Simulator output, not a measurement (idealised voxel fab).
Name of the process module below: voxel ribs on slabs
Shown is cross-section cut, with a width of 270 nm and square cells of size 5 nm.
Think of the cross-section as a grid of square cells. We describe it in bands, top to bottom, and each band covers one or more rows of those cells. Per band: top height and bottom height in nm, followed by the left-to-right materials and their widths in nm; "all across" marks a single material spanning edge to edge, "empty" marks empty space. It should be noted that heights are counted from 0, beneath which the wafer as supplied is of one material throughout, and that the lowest band possesses no lower boundary but continues downward, as written in "0 down". Graded width ("30->40"): value in top row of band = first number; value in bottom row = second number; row-to-row change constant. It should be understood that the words "same as before", when stated for a given step, signify that the cross-section underwent no change in any of its cells during that step. Empty spaces without an open route to the top, at least 8 cells in extent, make up the entry "Sealed void list"; each is given as width x height at distance, where the distance is measured from the left edge, and all are in nm. That trailing text on a step's line, after the settings, is the simulator's own remark on the step. Among the settings permitted on a step's line is "overlay nm"; applied to a step with a mask, it specifies the extent to which the mask lay to the right of its planned position, whereas a negative figure signifies a position to the left.

-- Set out below are the planned steps of the process
1. RECEIVE: material Si
2. DIRECTIONAL_DEP: material SiO2, thk nm 20
3. DIRECTIONAL_DEP: material polySi, thk nm 15
4. MASKED_ETCH: tone cover, mask id RIB, width nm 30, etch materials polySi, depth nm 5, overlay nm 0
5. PATTERN: tone cover, mask id SLAB, material resist, width nm 60, thk nm 15, overlay nm 0
6. DIRECTIONAL_ETCH: etch materials polySi, depth nm 10
7. STRIP: etch materials resist
8. FILL_DEP: material SiO2, thk nm 20
9. CMP: height nm 50
10. DIRECTIONAL_DEP: material W, thk nm 5
11. DIRECTIONAL_DEP: material aC, thk nm 10
12. PATTERN: tone cover, mask id HEATER, material resist, width nm 40, thk nm 25, overlay nm 0
13. DIRECTIONAL_ETCH: etch materials aC, depth nm 10
14. STRIP: etch materials resist
15. DIRECTIONAL_ETCH: etch materials W, depth nm 5
16. STRIP: etch materials aC
17. CONFORMAL_DEP: material SiO2, thk nm 5

-- Incoming wafer in cross-section (state: after step 1)
- 0 down | Si all across
- Sealed void list: none

-- What the wafer looks like in cross-section after this module, when it starts as shown above and follows the plan above but one mistake is made in running it
- 60 to 55 | 110 nm empty  50 nm SiO2  110 nm empty
- 55 to 50 | 115 nm SiO2  40 nm W  115 nm SiO2
- 50 to 35 | W all across
- 35 to 30 | 120 nm W  30 nm polySi  120 nm W
- 30 to 20 | 105 nm W  60 nm polySi  105 nm W
- 20 to 0 | SiO2 all across
- 0 down | Si all across
- Sealed void list: none
What went wrong in running the wafer? planned and actual differ for step 8; actual: FILL_DEP: material W, thk nm 20
